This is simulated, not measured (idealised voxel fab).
process module | voxel gate over fins
cross-section cut | 255 nm wide | cells 5 nm
A cross-section is a grid of square cells, given in bands from the top down. A band is one or more rows of cells.
Each band's line starts with the height of the band's top and of its bottom, in nm. Then come its materials from left to right, each with its width in nm. One material with "throughout" fills the band from edge to edge. "air" is empty space.
Height 0 is the level under which the wafer as received is all one material. The lowest band goes on downwards, as in "0 down".
A width such as "30 to 40" changes by the same amount from each row of cells to the next, from the band's top row to its bottom row.
"no change" after a step means that no cell of the cross-section changed.
closed voids: empty space of 8 cells or more with no open way to the top, each as width x height at its distance from the left edge, in nm
after a step's settings: what the simulator itself notes on the step
overlay nm, on a step with a mask: how far to the right of its planned place the mask lay; to the left if negative
plan
1 op RECEIVE | material Si
2 op CONFORMAL_DEP | material SiN | thk nm 10
3 op DIRECTIONAL_DEP | material aC | thk nm 10
4 op PATTERN | tone cover | mask id FINS | material resist | width nm 15 | pitch nm 45 | thk nm 25 | overlay nm 0
5 op DIRECTIONAL_ETCH | etch materials aC | depth nm 10
6 op STRIP | etch materials resist
7 op DIRECTIONAL_ETCH | etch materials SiN | depth nm 10
8 op DIRECTIONAL_ETCH | etch materials Si | depth nm 40
9 op STRIP | etch materials aC
10 op FILL_DEP | material SiO2 | thk nm 5
11 op CMP | height nm 10
12 op SELECTIVE_ETCH | etch materials SiO2 | depth nm 25
13 op STRIP | etch materials SiN
14 op CONFORMAL_DEP | material HfO2 | thk nm 5
15 op CONFORMAL_DEP | material TiN | thk nm 5
16 op FILL_DEP | material W | thk nm 15
17 op CMP | height nm 20
18 op CONFORMAL_DEP | material SiN | thk nm 5
first wafer, as planned
as received, after step 1
  0 down: Si throughout
  closed voids: none
after step 2
  10 to 0: SiN throughout
  below 0: unchanged
after step 3
  20 to 10: aC throughout
  below 10: unchanged
after step 4
  45 to 20: air 75 | resist 15 | air 30 | resist 15 | air 30 | resist 15 | air 75
  below 20: unchanged
after step 5
  35 to 20: air 75 | resist 15 | air 30 | resist 15 | air 30 | resist 15 | air 75
  20 to 10: air 75 | aC 15 | air 30 | aC 15 | air 30 | aC 15 | air 75
  below 10: unchanged
after step 6
  20 to 10: air 75 | aC 15 | air 30 | aC 15 | air 30 | aC 15 | air 75
  below 10: unchanged
after step 7
  20 to 10: air 75 | aC 15 | air 30 | aC 15 | air 30 | aC 15 | air 75
  10 to 0: air 75 | SiN 15 | air 30 | SiN 15 | air 30 | SiN 15 | air 75
  below 0: unchanged
after step 8
  20 to 10: air 75 | aC 15 | air 30 | aC 15 | air 30 | aC 15 | air 75
  10 to 0: air 75 | SiN 15 | air 30 | SiN 15 | air 30 | SiN 15 | air 75
  0 to -40: air 75 | Si 15 | air 30 | Si 15 | air 30 | Si 15 | air 75
  below -40: unchanged
after step 9
  10 to 0: air 75 | SiN 15 | air 30 | SiN 15 | air 30 | SiN 15 | air 75
  below 0: unchanged
after step 10
  15 to 10: SiO2 throughout
  10 to 0: SiO2 75 | SiN 15 | SiO2 30 | SiN 15 | SiO2 30 | SiN 15 | SiO2 75
  0 to -40: SiO2 75 | Si 15 | SiO2 30 | Si 15 | SiO2 30 | Si 15 | SiO2 75
  below -40: unchanged
after step 11
  10 to 0: SiO2 75 | SiN 15 | SiO2 30 | SiN 15 | SiO2 30 | SiN 15 | SiO2 75
  below 0: unchanged
after step 12
  10 to 0: air 75 | SiN 15 | air 30 | SiN 15 | air 30 | SiN 15 | air 75
  0 to -15: air 75 | Si 15 | air 30 | Si 15 | air 30 | Si 15 | air 75
  below -15: unchanged
after step 13
  0 to -15: air 75 | Si 15 | air 30 | Si 15 | air 30 | Si 15 | air 75
  below -15: unchanged
after step 14
  5 to 0: air 70 | HfO2 25 | air 20 | HfO2 25 | air 20 | HfO2 25 | air 70
  0 to -10: air 70 | HfO2 5 | Si 15 | HfO2 5 | air 20 | HfO2 5 | Si 15 | HfO2 5 | air 20 | HfO2 5 | Si 15 | HfO2 5 | air 70
  -10 to -15: HfO2 75 | Si 15 | HfO2 30 | Si 15 | HfO2 30 | Si 15 | HfO2 75
  below -15: unchanged
after step 15
  10 to 5: air 65 | TiN 35 | air 10 | TiN 35 | air 10 | TiN 35 | air 65
  5 to 0: air 65 | TiN 5 | HfO2 25 | TiN 5 | air 10 | TiN 5 | HfO2 25 | TiN 5 | air 10 | TiN 5 | HfO2 25 | TiN 5 | air 65
  0 to -5: air 65 | TiN 5 | HfO2 5 | Si 15 | HfO2 5 | TiN 5 | air 10 | TiN 5 | HfO2 5 | Si 15 | HfO2 5 | TiN 5 | air 10 | TiN 5 | HfO2 5 | Si 15 | HfO2 5 | TiN 5 | air 65
  -5 to -10: TiN 70 | HfO2 5 | Si 15 | HfO2 5 | TiN 20 | HfO2 5 | Si 15 | HfO2 5 | TiN 20 | HfO2 5 | Si 15 | HfO2 5 | TiN 70
  below -10: unchanged
after step 16
  25 to 10: W throughout
  10 to 5: W 65 | TiN 35 | W 10 | TiN 35 | W 10 | TiN 35 | W 65
  5 to 0: W 65 | TiN 5 | HfO2 25 | TiN 5 | W 10 | TiN 5 | HfO2 25 | TiN 5 | W 10 | TiN 5 | HfO2 25 | TiN 5 | W 65
  0 to -5: W 65 | TiN 5 | HfO2 5 | Si 15 | HfO2 5 | TiN 5 | W 10 | TiN 5 | HfO2 5 | Si 15 | HfO2 5 | TiN 5 | W 10 | TiN 5 | HfO2 5 | Si 15 | HfO2 5 | TiN 5 | W 65
  below -5: unchanged
after step 17
  20 to 10: W throughout
  below 10: unchanged
after step 18
  25 to 20: SiN throughout
  below 20: unchanged
second wafer: like start, like plan, one mistake. Through step 13 it matches the first wafer
when step 14 should have ended: no change
when step 15 should have ended
  5 to 0: air 70 | TiN 25 | air 20 | TiN 25 | air 20 | TiN 25 | air 70
  0 to -10: air 70 | TiN 5 | Si 15 | TiN 5 | air 20 | TiN 5 | Si 15 | TiN 5 | air 20 | TiN 5 | Si 15 | TiN 5 | air 70
  -10 to -15: TiN 75 | Si 15 | TiN 30 | Si 15 | TiN 30 | Si 15 | TiN 75
  below -15: unchanged
when step 16 should have ended
  20 to 5: W throughout
  5 to 0: W 70 | TiN 25 | W 20 | TiN 25 | W 20 | TiN 25 | W 70
  0 to -10: W 70 | TiN 5 | Si 15 | TiN 5 | W 20 | TiN 5 | Si 15 | TiN 5 | W 20 | TiN 5 | Si 15 | TiN 5 | W 70
  below -10: unchanged
when step 17 should have ended: no change
when step 18 should have ended
  25 to 20: SiN throughout
  below 20: unchanged
what went wrong: step 14 was left out
at the end the second wafer has, in cells: 69 fewer of HfO2 | 69 more of W
